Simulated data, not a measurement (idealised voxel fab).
Title: Process Module voxel transistor to metal
The width of the displayed cross-section, cut, is 190 nm; its cells are square, with a size of 5 nm.
A cross-section is written here as square cells arranged in a grid, and it is given in bands from the top down, each band taking up one or more rows of cells.
Within each band entry, the heights of the top and of the bottom of the band appear first, in that order and in nm; the materials of the band then follow from left to right, each with its corresponding width in nm. The designation "throughout" on a single material indicates that it fills the band from edge to edge; the designation "air" indicates empty space.
Height is counted from the level 0, under which the received wafer is composed throughout of one material. The lowest of the bands is not closed at the bottom but continues downward, in the notation "top 0, no bottom".
The two numbers in a width such as "30->40" mark its ends across the band: the first belongs to the top row of cells, the second to the bottom row, and from each row to the next the width moves by the same amount.
"everything unchanged" after a step means that no cell of the cross-section changed.
Reported under the label "closed voids" are the empty spaces having no open way to the top and comprising 8 cells or more; the notation for each is width x height at distance, in which the distance is measured from the left edge and all three values are in nm.
after a step's settings: what the simulator itself notes on the step
overlay nm: for a step with a mask, the amount by which the mask lay right of where it was planned; a negative amount means left of it.
[Process steps (planned)]
1,RECEIVE (material Si)
2,OXIDIZE (depth nm 5)
3,CONFORMAL_DEP (material SiN; thk nm 15)
4,MASKED_ETCH (tone cover; mask id ACTIVE; width nm 95; etch materials SiN; depth nm 15; overlay nm 0)
5,MASKED_ETCH (tone cover; mask id ACTIVE; width nm 95; etch materials SiO2; depth nm 5; overlay nm 0)
6,MASKED_ETCH (tone cover; mask id ACTIVE; width nm 95; etch materials Si; depth nm 20; overlay nm 0)
7,OXIDIZE (depth nm 5)
8,FILL_DEP (material SiO2; thk nm 5)
9,CMP (height nm 15)
10,SELECTIVE_ETCH (etch materials SiO2; depth nm 15)
11,STRIP (etch materials SiN)
12,SELECTIVE_ETCH (etch materials SiO2; depth nm 5)
13,OXIDIZE (depth nm 5)
14,DIRECTIONAL_DEP (material polySi; thk nm 25)
15,DIRECTIONAL_DEP (material SiCN; thk nm 15)
16,PATTERN (tone cover; mask id GATE; material resist; width nm 15; thk nm 15; overlay nm 0)
17,DIRECTIONAL_ETCH (etch materials SiCN; depth nm 25)
18,DIRECTIONAL_ETCH (etch materials polySi; depth nm 35)
19,STRIP (etch materials resist)
20,CONFORMAL_DEP (material SiO2; thk nm 5)
21,DIRECTIONAL_ETCH (etch materials SiO2; depth nm 5)
22,CONFORMAL_DEP (material SiN; thk nm 5)
23,DIRECTIONAL_ETCH (etch materials SiN; depth nm 5)
24,DIRECTIONAL_ETCH (etch materials SiO2; depth nm 5)
25,DIRECTIONAL_ETCH (etch materials Si; depth nm 15)
26,EPI (material SiGe; thk nm 15)
27,FILL_DEP (material SiO2; thk nm 5)
28,CMP (height nm 35)
29,DIRECTIONAL_DEP (material SiO2; thk nm 10)
30,DIRECTIONAL_DEP (material aC; thk nm 15)
31,PATTERN (tone open; mask id CONTACT; material resist; width nm 25; pitch nm 50; thk nm 35; overlay nm 0)
32,DIRECTIONAL_ETCH (etch materials aC; depth nm 15)
33,STRIP (etch materials resist)
34,DIRECTIONAL_ETCH (etch materials SiO2; depth nm 55)
35,STRIP (etch materials aC)
36,CONFORMAL_DEP (material TiN; thk nm 5)
37,FILL_DEP (material Ru; thk nm 5)
38,CMP (height nm 45)
39,CONFORMAL_DEP (material SiN; thk nm 5)
40,DIRECTIONAL_DEP (material lowk; thk nm 20)
41,PATTERN (tone open; mask id METAL_1; material resist; width nm 15; pitch nm 60; thk nm 15; overlay nm 0)
42,DIRECTIONAL_ETCH (etch materials lowk; depth nm 20)
43,DIRECTIONAL_ETCH (etch materials SiN; depth nm 5)
44,STRIP (etch materials resist)
45,CONFORMAL_DEP (material TiN; thk nm 5)
46,FILL_DEP (material Cu; thk nm 10)
47,CMP (height nm 70)
48,CONFORMAL_DEP (material SiN; thk nm 5)
[Wafer at receipt (post step 1), cross-section]
> top 0, no bottom | Si throughout
> closed voids: none
[Wafer cross-section at module end: first of two, run to plan]
> top 75, bottom 70 | SiN throughout
> top 70, bottom 50 | lowk: 55 / TiN: 5 / Cu: 5 / TiN: 5 / lowk: 45 / TiN: 5 / Cu: 5 / TiN: 5 / lowk: 60
> top 50, bottom 45 | SiN: 55 / TiN: 15 / SiN: 45 / TiN: 15 / SiN: 60
> top 45, bottom 35 | SiO2: 55 / TiN: 5 / Ru: 15->10 / TiN: 5->10 / SiO2: 25 / TiN: 5->10 / Ru: 15->10 / TiN: 5 / SiO2: 60
> top 35, bottom 20 | SiO2: 55 / TiN: 5 / Ru: 10 / TiN: 5 / SiN: 5 / SiO2: 5 / SiCN: 15 / SiO2: 5 / SiN: 5 / TiN: 5 / Ru: 10 / TiN: 5 / SiO2: 60
> top 20, bottom 10 | SiO2: 55 / TiN: 5 / Ru: 10 / TiN: 5 / SiN: 5 / SiO2: 5 / polySi: 15 / SiO2: 5 / SiN: 5 / TiN: 5 / Ru: 10 / TiN: 5 / SiO2: 60
> top 10, bottom 5 | SiO2: 55 / TiN: 20 / SiN: 5 / SiO2: 5 / polySi: 15 / SiO2: 5 / SiN: 5 / TiN: 20 / SiO2: 60
> top 5, bottom -5 | SiO2: 55 / TiN: 5 / SiGe: 15 / SiN: 5 / SiO2: 5 / polySi: 15 / SiO2: 5 / SiN: 5 / SiGe: 15 / TiN: 5 / SiO2: 60
> top -5, bottom -10 | SiO2: 55 / TiN: 5 / SiGe: 15 / SiO2: 35 / SiGe: 15 / TiN: 5 / SiO2: 60
> top -10, bottom -25 | SiO2: 50 / SiGe: 25 / Si: 35 / SiGe: 25 / SiO2: 55
> top -25, bottom -30 | SiO2: 50 / Si: 85 / SiO2: 55
> top -30, no bottom | Si throughout
> closed voids: none
[Here's the second of our two wafers sectioned at module end. Same start as the first, same plan, but one mistake got made running it]
> top 75, bottom 70 | SiN throughout
> top 70, bottom 50 | lowk: 65 / TiN: 5 / Cu: 5 / TiN: 5 / lowk: 45 / TiN: 5 / Cu: 5 / TiN: 5 / lowk: 50
> top 50, bottom 45 | SiN: 65 / TiN: 15 / SiN: 45 / TiN: 15 / SiN: 50
> top 45, bottom 35 | SiO2: 55 / TiN: 5 / Ru: 15->10 / TiN: 5->10 / SiO2: 25 / TiN: 5->10 / Ru: 15->10 / TiN: 5 / SiO2: 60
> top 35, bottom 20 | SiO2: 55 / TiN: 5 / Ru: 10 / TiN: 5 / SiN: 5 / SiO2: 5 / SiCN: 15 / SiO2: 5 / SiN: 5 / TiN: 5 / Ru: 10 / TiN: 5 / SiO2: 60
> top 20, bottom 10 | SiO2: 55 / TiN: 5 / Ru: 10 / TiN: 5 / SiN: 5 / SiO2: 5 / polySi: 15 / SiO2: 5 / SiN: 5 / TiN: 5 / Ru: 10 / TiN: 5 / SiO2: 60
> top 10, bottom 5 | SiO2: 55 / TiN: 20 / SiN: 5 / SiO2: 5 / polySi: 15 / SiO2: 5 / SiN: 5 / TiN: 20 / SiO2: 60
> top 5, bottom -5 | SiO2: 55 / TiN: 5 / SiGe: 15 / SiN: 5 / SiO2: 5 / polySi: 15 / SiO2: 5 / SiN: 5 / SiGe: 15 / TiN: 5 / SiO2: 60
> top -5, bottom -10 | SiO2: 55 / TiN: 5 / SiGe: 15 / SiO2: 35 / SiGe: 15 / TiN: 5 / SiO2: 60
> top -10, bottom -25 | SiO2: 50 / SiGe: 25 / Si: 35 / SiGe: 25 / SiO2: 55
> top -25, bottom -30 | SiO2: 50 / Si: 85 / SiO2: 55
> top -30, no bottom | Si throughout
> closed voids: none
What broke from the plan during processing? step 41 did not happen as planned, as run it was PATTERN (tone open; mask id METAL_1; material resist; width nm 15; pitch nm 60; thk nm 15; overlay nm 10)
At the end, the second wafer has the same number of cells of each material as the first, but those cells sit in other places.
